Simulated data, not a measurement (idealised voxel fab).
Documented hereafter: the process module known as voxel ribs on slabs.
Xsec cut, 155 nm wide, square cell size 5 nm.
Think of the cross-section as a grid of square cells. We describe it in bands, top to bottom, and each band covers one or more rows of those cells. Heads up on the band format: heights come first, top then bottom, in nm. After that it's the materials left to right, each with its width in nm. A single material flagged "everywhere" fills the whole band edge to edge, and "blank" means there's empty space there. Heights are reckoned from 0. Under this level, the received wafer is all of one material. The bottommost band is open-ended downward, for example "0 -> down". The two numbers in a width such as "30 to 40" mark its ends across the band: the first belongs to the top row of cells, the second to the bottom row, and from each row to the next the width moves by the same amount. "no modification" means the step left every cell of the cross-section as it was. "Enclosed internal cavities" specifies each empty space that is not open to the top and that occupies no fewer than 8 cells, using the form width x height at distance, the distance measured from the left edge and all three quantities in nm. Anything after a step's settings on that line? It's the simulator's own note about the step. Steps that use a mask can have "overlay nm" on their line. It says how far the mask sat to the right of where it was meant to be. Negative means to the left.

The following list gives the planned process steps
| 1 | RECEIVE, material Si |
| 2 | DIRECTIONAL_DEP, material SiO2, thk nm 25 |
| 3 | DIRECTIONAL_DEP, material SiN, thk nm 20 |
| 4 | PATTERN, tone cover, mask id RIB, material resist, width nm 20, thk nm 20, overlay nm 0 |
| 5 | DIRECTIONAL_ETCH, etch materials SiN, depth nm 10 |
| 6 | STRIP, etch materials resist |
| 7 | MASKED_ETCH, tone cover, mask id SLAB, width nm 60, etch materials SiN, depth nm 10, overlay nm 0 |
| 8 | FILL_DEP, material SiO2, thk nm 25 |
| 9 | CMP, height nm 60 |
| 10 | DIRECTIONAL_DEP, material TiN, thk nm 5 |
| 11 | MASKED_ETCH, tone cover, mask id HEATER, width nm 30, etch materials TiN, depth nm 5, overlay nm 0 |
| 12 | CONFORMAL_DEP, material SiO2, thk nm 5 |

The first of two wafers, run as planned

As-received state of the wafer in cross-section, equivalent to post-step 1
  0 -> down = Si everywhere
  Enclosed internal cavities: none

Step 2 done - wafer cross-section
  25 -> 0 = SiO2 everywhere
  Anything lower than 0 is untouched.

Step 3 done - wafer cross-section
  45 -> 25 = SiN everywhere
  Anything lower than 25 is untouched.

Step 4 done - wafer cross-section
  65 -> 45 = 65 nm blank; 20 nm resist; 70 nm blank
  Anything lower than 45 is untouched.

Step 5 done - wafer cross-section
  65 -> 45 = 65 nm blank; 20 nm resist; 70 nm blank
  45 -> 35 = 65 nm blank; 20 nm SiN; 70 nm blank
  Anything lower than 35 is untouched.

Step 6 done - wafer cross-section
  45 -> 35 = 65 nm blank; 20 nm SiN; 70 nm blank
  Anything lower than 35 is untouched.

Step 7 done - wafer cross-section
  45 -> 35 = 65 nm blank; 20 nm SiN; 70 nm blank
  35 -> 25 = 45 nm blank; 60 nm SiN; 50 nm blank
  Anything lower than 25 is untouched.

Step 8 done - wafer cross-section
  70 -> 45 = SiO2 everywhere
  45 -> 35 = 65 nm SiO2; 20 nm SiN; 70 nm SiO2
  35 -> 25 = 45 nm SiO2; 60 nm SiN; 50 nm SiO2
  Anything lower than 25 is untouched.

Step 9 done - wafer cross-section
  60 -> 45 = SiO2 everywhere
  Anything lower than 45 is untouched.

Step 10 done - wafer cross-section
  65 -> 60 = TiN everywhere
  Anything lower than 60 is untouched.

Step 11 done - wafer cross-section
  65 -> 60 = 60 nm blank; 30 nm TiN; 65 nm blank
  Anything lower than 60 is untouched.

Step 12 done - wafer cross-section
  70 -> 65 = 55 nm blank; 40 nm SiO2; 60 nm blank
  65 -> 60 = 60 nm SiO2; 30 nm TiN; 65 nm SiO2
  Anything lower than 60 is untouched.

Second Wafer (Identical Start and Plan, One Processing Error; Matches First Wafer Through Step 2)

Second wafer cross-section, taken as of the time the plan sets for step 3 to be done
  45 -> 25 = 65 nm blank; 20 nm resist; 70 nm blank
  Anything lower than 25 is untouched.

Second wafer cross-section, taken as of the time the plan sets for step 4 to be done
  65 -> 45 = 65 nm blank; 20 nm SiN; 70 nm blank
  45 -> 25 = 65 nm SiN; 20 nm resist; 70 nm SiN
  Anything lower than 25 is untouched.

Second wafer cross-section, taken as of the time the plan sets for step 5 to be done
  55 -> 45 = 65 nm blank; 20 nm SiN; 70 nm blank
  45 -> 35 = 65 nm blank; 20 nm resist; 70 nm blank
  Anything lower than 35 is untouched.

Second wafer cross-section, taken as of the time the plan sets for step 6 to be done
  35 -> 25 = 65 nm SiN; 20 nm blank; 70 nm SiN
  Anything lower than 25 is untouched.

Second wafer cross-section, taken as of the time the plan sets for step 7 to be done
  35 -> 25 = 45 nm blank; 20 nm SiN; 20 nm blank; 20 nm SiN; 50 nm blank
  Anything lower than 25 is untouched.

Second wafer cross-section, taken as of the time the plan sets for step 8 to be done
  60 -> 35 = SiO2 everywhere
  35 -> 25 = 45 nm SiO2; 20 nm SiN; 20 nm SiO2; 20 nm SiN; 50 nm SiO2
  Anything lower than 25 is untouched.

Second wafer cross-section, taken as of the time the plan sets for step 9 to be done: no modification

Second wafer cross-section, taken as of the time the plan sets for step 10 to be done
  65 -> 60 = TiN everywhere
  Anything lower than 60 is untouched.

Second wafer cross-section, taken as of the time the plan sets for step 11 to be done
  65 -> 60 = 60 nm blank; 30 nm TiN; 65 nm blank
  Anything lower than 60 is untouched.

Second wafer cross-section, taken as of the time the plan sets for step 12 to be done
  70 -> 65 = 55 nm blank; 40 nm SiO2; 60 nm blank
  65 -> 60 = 60 nm SiO2; 30 nm TiN; 65 nm SiO2
  Anything lower than 60 is untouched.
It is concluded that the wafer was processed incorrectly with respect to the plan, in that steps 3 and 4 were swapped
Final tally in cells, some materials are higher or lower on the second wafer than on the first: SiN -16 | SiO2 +16
